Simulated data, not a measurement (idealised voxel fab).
Process module name: voxel ribs on slabs
cross-section cut | 270 nm wide | cells 5 nm
Bands, listed from the top down, are how a cross-section gets written in this document; the cross-section itself is a grid of square cells, and a band is one or more rows of them.
Read a band's entry like this: the first values are the height of its top and the height of its bottom in nm, and what follows is the sequence of materials from left to right, each with its width in nm. Note that "empty" is empty space, and that a single material marked "edge to edge" reaches across the band from edge to edge.
Heights are reckoned from 0. Under this level, the received wafer is all of one material. The bottommost band is open-ended downward, for example "0..down".
It should be noted that a width expressed as "30..40" varies in equal increments from row to row of cells within the band, taking the value of the first number at the top row and that of the second number at the bottom row.
When a step is marked "nothing different", none of the cells in the cross-section changed during that step.
Empty spaces counting at least 8 cells and having no open way to the top are listed in "Fully closed voids". The notation width x height at distance is used for each, the distance being from the left edge and all three values in nm.
If you see something after the settings on a step's line, that's the simulator's own remark about that step.
Each step line may optionally specify "overlay nm", which for a step with a mask gives the rightward distance between the mask's planned place and where it lay, a negative value indicating the leftward direction.
**Process steps - plan**
- 1: RECEIVE with material Si
- 2: DIRECTIONAL_DEP with material SiO2, thk nm 30
- 3: DIRECTIONAL_DEP with material polySi, thk nm 20
- 4: PATTERN with tone cover, mask id RIB, material resist, width nm 20, thk nm 15, overlay nm 0
- 5: DIRECTIONAL_ETCH with etch materials polySi, depth nm 5
- 6: STRIP with etch materials resist
- 7: DIRECTIONAL_DEP with material aC, thk nm 15
- 8: PATTERN with tone cover, mask id SLAB, material resist, width nm 50, thk nm 35, overlay nm 0
- 9: DIRECTIONAL_ETCH with etch materials aC, depth nm 15
- 10: STRIP with etch materials resist
- 11: DIRECTIONAL_ETCH with etch materials polySi, depth nm 15
- 12: STRIP with etch materials aC
- 13: FILL_DEP with material SiO2, thk nm 25
- 14: CMP with height nm 65
- 15: DIRECTIONAL_DEP with material TiN, thk nm 5
- 16: PATTERN with tone cover, mask id HEATER, material resist, width nm 30, thk nm 15, overlay nm 0
- 17: DIRECTIONAL_ETCH with etch materials TiN, depth nm 5
- 18: STRIP with etch materials resist
- 19: CONFORMAL_DEP with material SiO2, thk nm 10
**first wafer, as planned**
**As-received wafer cross-section (after step 1)**
0..down  Si edge to edge
Fully closed voids: none
**The following cross-section depicts the wafer upon completion of step 2**
30..0  SiO2 edge to edge
Rest of section, below 0: as before.
**The following cross-section depicts the wafer upon completion of step 3**
50..30  polySi edge to edge
Rest of section, below 30: as before.
**The following cross-section depicts the wafer upon completion of step 4**
65..50  empty 125 nm, resist 20 nm, empty 125 nm
Rest of section, below 50: as before.
**The following cross-section depicts the wafer upon completion of step 5**
65..50  empty 125 nm, resist 20 nm, empty 125 nm
50..45  empty 125 nm, polySi 20 nm, empty 125 nm
Rest of section, below 45: as before.
**The following cross-section depicts the wafer upon completion of step 6**
50..45  empty 125 nm, polySi 20 nm, empty 125 nm
Rest of section, below 45: as before.
**The following cross-section depicts the wafer upon completion of step 7**
65..60  empty 125 nm, aC 20 nm, empty 125 nm
60..50  aC edge to edge
50..45  aC 125 nm, polySi 20 nm, aC 125 nm
Rest of section, below 45: as before.
**The following cross-section depicts the wafer upon completion of step 8**
100..65  empty 110 nm, resist 50 nm, empty 110 nm
65..60  empty 110 nm, resist 15 nm, aC 20 nm, resist 15 nm, empty 110 nm
Rest of section, below 60: as before.
**The following cross-section depicts the wafer upon completion of step 9**
85..65  empty 110 nm, resist 50 nm, empty 110 nm
65..60  empty 110 nm, resist 15 nm, aC 20 nm, resist 15 nm, empty 110 nm
60..50  empty 110 nm, aC 50 nm, empty 110 nm
50..45  empty 110 nm, aC 15 nm, polySi 20 nm, aC 15 nm, empty 110 nm
Rest of section, below 45: as before.
**The following cross-section depicts the wafer upon completion of step 10**
65..60  empty 125 nm, aC 20 nm, empty 125 nm
Rest of section, below 60: as before.
**The following cross-section depicts the wafer upon completion of step 11**
65..60  empty 125 nm, aC 20 nm, empty 125 nm
60..50  empty 110 nm, aC 50 nm, empty 110 nm
50..45  empty 110 nm, aC 15 nm, polySi 20 nm, aC 15 nm, empty 110 nm
45..30  empty 110 nm, polySi 50 nm, empty 110 nm
Rest of section, below 30: as before.
**The following cross-section depicts the wafer upon completion of step 12**
50..45  empty 125 nm, polySi 20 nm, empty 125 nm
Rest of section, below 45: as before.
**The following cross-section depicts the wafer upon completion of step 13**
75..50  SiO2 edge to edge
50..45  SiO2 125 nm, polySi 20 nm, SiO2 125 nm
45..30  SiO2 110 nm, polySi 50 nm, SiO2 110 nm
Rest of section, below 30: as before.
**The following cross-section depicts the wafer upon completion of step 14**
65..50  SiO2 edge to edge
Rest of section, below 50: as before.
**The following cross-section depicts the wafer upon completion of step 15**
70..65  TiN edge to edge
Rest of section, below 65: as before.
**The following cross-section depicts the wafer upon completion of step 16**
85..70  empty 120 nm, resist 30 nm, empty 120 nm
Rest of section, below 70: as before.
**The following cross-section depicts the wafer upon completion of step 17**
85..70  empty 120 nm, resist 30 nm, empty 120 nm
70..65  empty 120 nm, TiN 30 nm, empty 120 nm
Rest of section, below 65: as before.
**The following cross-section depicts the wafer upon completion of step 18**
70..65  empty 120 nm, TiN 30 nm, empty 120 nm
Rest of section, below 65: as before.
**The following cross-section depicts the wafer upon completion of step 19**
80..75  empty 110 nm, SiO2 50 nm, empty 110 nm
75..70  SiO2 edge to edge
70..65  SiO2 120 nm, TiN 30 nm, SiO2 120 nm
Rest of section, below 65: as before.
**Wafer two of two - same starting point, same process plan, one mistake in execution; matches wafer one up to and including step 18**
At the planned end of step 19, the second wafer in cross-section: nothing different
Processing error: not run: step 19 of the plan (skipped)
The closing comparison, in cells, has the second wafer with more or fewer of some materials than the first: 112 fewer of SiO2
